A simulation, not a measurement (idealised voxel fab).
process module | voxel capacitor over wiring
cross-section cut | 175 nm wide | cells 5 nm
A cross-section is a grid of square cells, given in bands from the top down. A band is one or more rows of cells.
Each band's line starts with the height of the band's top and of its bottom, in nm. Then come its materials from left to right, each with its width in nm. One material with "throughout" fills the band from edge to edge. "air" is empty space.
Height 0 is the level under which the wafer as received is all one material. The lowest band goes on downwards, as in "0 down".
A width such as "30 to 40" changes by the same amount from each row of cells to the next, from the band's top row to its bottom row.
"no change" after a step means that no cell of the cross-section changed.
closed voids: empty space of 8 cells or more with no open way to the top, each as width x height at its distance from the left edge, in nm
after a step's settings: what the simulator itself notes on the step
overlay nm, on a step with a mask: how far to the right of its planned place the mask lay; to the left if negative
plan
1 op RECEIVE | material Si
2 op CONFORMAL_DEP | material SiO2 | thk nm 10
3 op DIRECTIONAL_DEP | material TiN | thk nm 5
4 op DIRECTIONAL_DEP | material Ru | thk nm 20
5 op DIRECTIONAL_DEP | material aC | thk nm 15
6 op PATTERN | tone cover | mask id METAL_1 | material resist | width nm 25 | pitch nm 75 | thk nm 30 | overlay nm 0
7 op DIRECTIONAL_ETCH | etch materials aC | depth nm 15
8 op STRIP | etch materials resist
9 op DIRECTIONAL_ETCH | etch materials Ru | depth nm 20
10 op DIRECTIONAL_ETCH | etch materials TiN | depth nm 5
11 op STRIP | etch materials aC
12 op FILL_DEP | material lowk | thk nm 10
13 op CMP | height nm 35
14 op CONFORMAL_DEP | material SiCN | thk nm 5
15 op DIRECTIONAL_DEP | material SiO2 | thk nm 20
16 op DIRECTIONAL_DEP | material aC | thk nm 10
17 op PATTERN | tone open | mask id PLUG_1 | material resist | width nm 15 | thk nm 25 | overlay nm 0
18 op DIRECTIONAL_ETCH | etch materials aC | depth nm 10
19 op STRIP | etch materials resist
20 op DIRECTIONAL_ETCH | etch materials SiO2 | depth nm 20
21 op DIRECTIONAL_ETCH | etch materials SiCN | depth nm 5
22 op STRIP | etch materials aC
23 op EPI | material Ru | thk nm 10
24 op EPI | material Ru | thk nm 10
25 op EPI | material Ru | thk nm 5
26 op DIRECTIONAL_DEP | material TiN | thk nm 10
27 op DIRECTIONAL_DEP | material SiN | thk nm 5
28 op DIRECTIONAL_DEP | material TiN | thk nm 5
29 op PATTERN | tone cover | mask id UPPER_PLATE | material resist | width nm 55 | thk nm 15 | overlay nm 0
30 op DIRECTIONAL_ETCH | etch materials TiN | depth nm 5
31 op DIRECTIONAL_ETCH | etch materials SiN | depth nm 5
32 op STRIP | etch materials resist
33 op MASKED_ETCH | tone cover | mask id LOWER_PLATE | width nm 65 | etch materials TiN | depth nm 10 | overlay nm 0
34 op FILL_DEP | material SiO2 | thk nm 20
35 op CMP | height nm 95
36 op DIRECTIONAL_DEP | material aC | thk nm 10
37 op PATTERN | tone open | mask id PLUG_2 | material resist | width nm 15 | thk nm 30 | overlay nm 0
38 op DIRECTIONAL_ETCH | etch materials aC | depth nm 10
39 op STRIP | etch materials resist
40 op DIRECTIONAL_ETCH | etch materials SiO2 | depth nm 15
41 op STRIP | etch materials aC
42 op CONFORMAL_DEP | material TiN | thk nm 5
43 op FILL_DEP | material Cu | thk nm 5
44 op CMP | height nm 95
45 op CONFORMAL_DEP | material SiN | thk nm 5
as received, after step 1
  0 down: Si throughout
  closed voids: none
first wafer at the end, as planned
  100 to 95: SiN throughout
  95 to 85: SiO2 55 | TiN 5 | Cu 5 | TiN 5 | SiO2 105
  85 to 75: SiO2 55 to 45 | TiN 15 to 55 | SiO2 105 to 75
  75 to 70: SiO2 45 | SiN 55 | SiO2 75
  70 to 60: SiO2 40 | TiN 65 | SiO2 70
  60 to 40: SiO2 45 | Ru 15 | SiO2 115
  40 to 35: SiCN 45 | Ru 15 | SiCN 115
  35 to 15: lowk 35 | Ru 25 | lowk 50 | Ru 25 | lowk 40
  15 to 10: lowk 35 | TiN 25 | lowk 50 | TiN 25 | lowk 40
  10 to 0: SiO2 throughout
  0 down: Si throughout
  closed voids: none
second wafer at the end: like start, like plan, one mistake
  100 to 95: SiN throughout
  95 to 85: SiO2 55 | TiN 5 | Cu 5 | TiN 5 | SiO2 105
  85 to 75: SiO2 55 to 60 | TiN 15 to 40 | SiO2 105 to 75
  75 to 70: SiO2 60 | SiN 40 | SiO2 75
  70 to 60: SiO2 40 | TiN 5 | SiO2 15 | TiN 45 | SiO2 70
  60 to 55: SiO2 throughout
  55 to 50: SiO2 45 | TiN 15 | SiO2 115
  50 to 45: SiO2 45 | SiN 15 | SiO2 115
  45 to 40: SiO2 45 | TiN 15 | SiO2 115
  40 to 35: SiCN 45 | TiN 15 | SiCN 115
  35 to 15: SiCN throughout
  15 to 10: TiN throughout
  10 to 0: SiO2 throughout
  0 down: Si throughout
  closed voids: none
what went wrong: step 4 ran as: op DIRECTIONAL_DEP | material SiCN | thk nm 20
at the end the second wafer has, in cells: 55 fewer of Ru | 140 more of SiCN | 15 more of SiO2 | 25 more of TiN | 125 fewer of lowk
